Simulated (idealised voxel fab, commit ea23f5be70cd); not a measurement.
process module | voxel wiring stack
cross-section cut | 285 nm wide | cells 5 nm
A cross-section is a grid of square cells, given in bands from the top down. A band is one or more rows of cells.
Each band's line starts with the height of the band's top and of its bottom, in nm. Then come its materials from left to right, each with its width in nm. One material with "throughout" fills the band from edge to edge. "air" is empty space.
Height 0 is the level under which the wafer as received is all one material. The lowest band goes on downwards, as in "0 down".
A width such as "30 to 40" changes by the same amount from each row of cells to the next, from the band's top row to its bottom row.
"no change" after a step means that no cell of the cross-section changed.
closed voids: empty space of 8 cells or more with no open way to the top, each as width x height at its distance from the left edge, in nm
after a step's settings: what the simulator itself notes on the step
overlay nm, on a step with a mask: how far to the right of its planned place the mask lay; to the left if negative
plan
1 op RECEIVE | material Si
2 op CONFORMAL_DEP | material SiO2 | thk nm 15
3 op CONFORMAL_DEP | material SiCN | thk nm 5
4 op DIRECTIONAL_DEP | material lowk | thk nm 15
5 op DIRECTIONAL_DEP | material aC | thk nm 10
6 op PATTERN | tone open | mask id METAL_1 | material resist | width nm 20 | pitch nm 50 | thk nm 30 | overlay nm 0
7 op DIRECTIONAL_ETCH | etch materials aC | depth nm 10
8 op STRIP | etch materials resist
9 op DIRECTIONAL_ETCH | etch materials lowk | depth nm 15
10 op DIRECTIONAL_ETCH | etch materials SiCN | depth nm 5
11 op STRIP | etch materials aC
12 op CONFORMAL_DEP | material TiN | thk nm 5
13 op FILL_DEP | material Cu | thk nm 10
14 op CMP | height nm 35
15 op CONFORMAL_DEP | material SiCN | thk nm 5
16 op DIRECTIONAL_DEP | material lowk | thk nm 30
17 op PATTERN | tone open | mask id METAL_2_HOLES | material resist | width nm 15 | pitch nm 50 | thk nm 15 | overlay nm 0
18 op DIRECTIONAL_ETCH | etch materials lowk | depth nm 30
19 op STRIP | etch materials resist
20 op DIRECTIONAL_DEP | material aC | thk nm 15
21 op PATTERN | tone open | mask id METAL_2 | material resist | width nm 20 | pitch nm 50 | thk nm 35 | overlay nm 0
22 op DIRECTIONAL_ETCH | etch materials aC | depth nm 15
23 op STRIP | etch materials resist
24 op DIRECTIONAL_ETCH | etch materials lowk | depth nm 15
25 op DIRECTIONAL_ETCH | etch materials SiCN | depth nm 5
26 op STRIP | etch materials aC
27 op CONFORMAL_DEP | material TiN | thk nm 5
28 op FILL_DEP | material Cu | thk nm 5
29 op CMP | height nm 70
30 op CONFORMAL_DEP | material SiCN | thk nm 5
as received, after step 1
  0 down: Si throughout
  closed voids: none
a wafer at the end: this start, this plan, one mistake
  75 to 70: SiCN throughout
  70 to 60: lowk 80 | TiN 5 | Cu 20 | TiN 5 | lowk 20 | TiN 5 | Cu 20 | TiN 5 | lowk 20 | TiN 5 | Cu 20 | TiN 5 | lowk 75
  60 to 55: lowk 80 | TiN 5 | Cu 5 | TiN 20 | lowk 20 | TiN 5 | Cu 5 | TiN 20 | lowk 20 | TiN 5 | Cu 5 | TiN 20 | lowk 75
  55 to 45: lowk 80 | TiN 5 | Cu 5 | TiN 5 | lowk 35 | TiN 5 | Cu 5 | TiN 5 | lowk 35 | TiN 5 | Cu 5 | TiN 5 | lowk 90
  45 to 40: lowk 80 | TiN 15 | lowk 35 | TiN 15 | lowk 35 | TiN 15 | lowk 90
  40 to 35: SiCN 90 | TiN 5 | SiCN 45 | TiN 5 | SiCN 45 | TiN 5 | SiCN 90
  35 to 20: lowk 80 | TiN 5 | Cu 10 | TiN 5 | lowk 30 | TiN 5 | Cu 10 | TiN 5 | lowk 30 | TiN 5 | Cu 10 | TiN 5 | lowk 85
  20 to 15: SiCN 80 | TiN 20 | SiCN 30 | TiN 20 | SiCN 30 | TiN 20 | SiCN 85
  15 to 0: SiO2 throughout
  0 down: Si throughout
  closed voids: none
what went wrong: step 21 ran as: op PATTERN | tone open | mask id METAL_2 | material resist | width nm 20 | pitch nm 50 | thk nm 35 | overlay nm 10
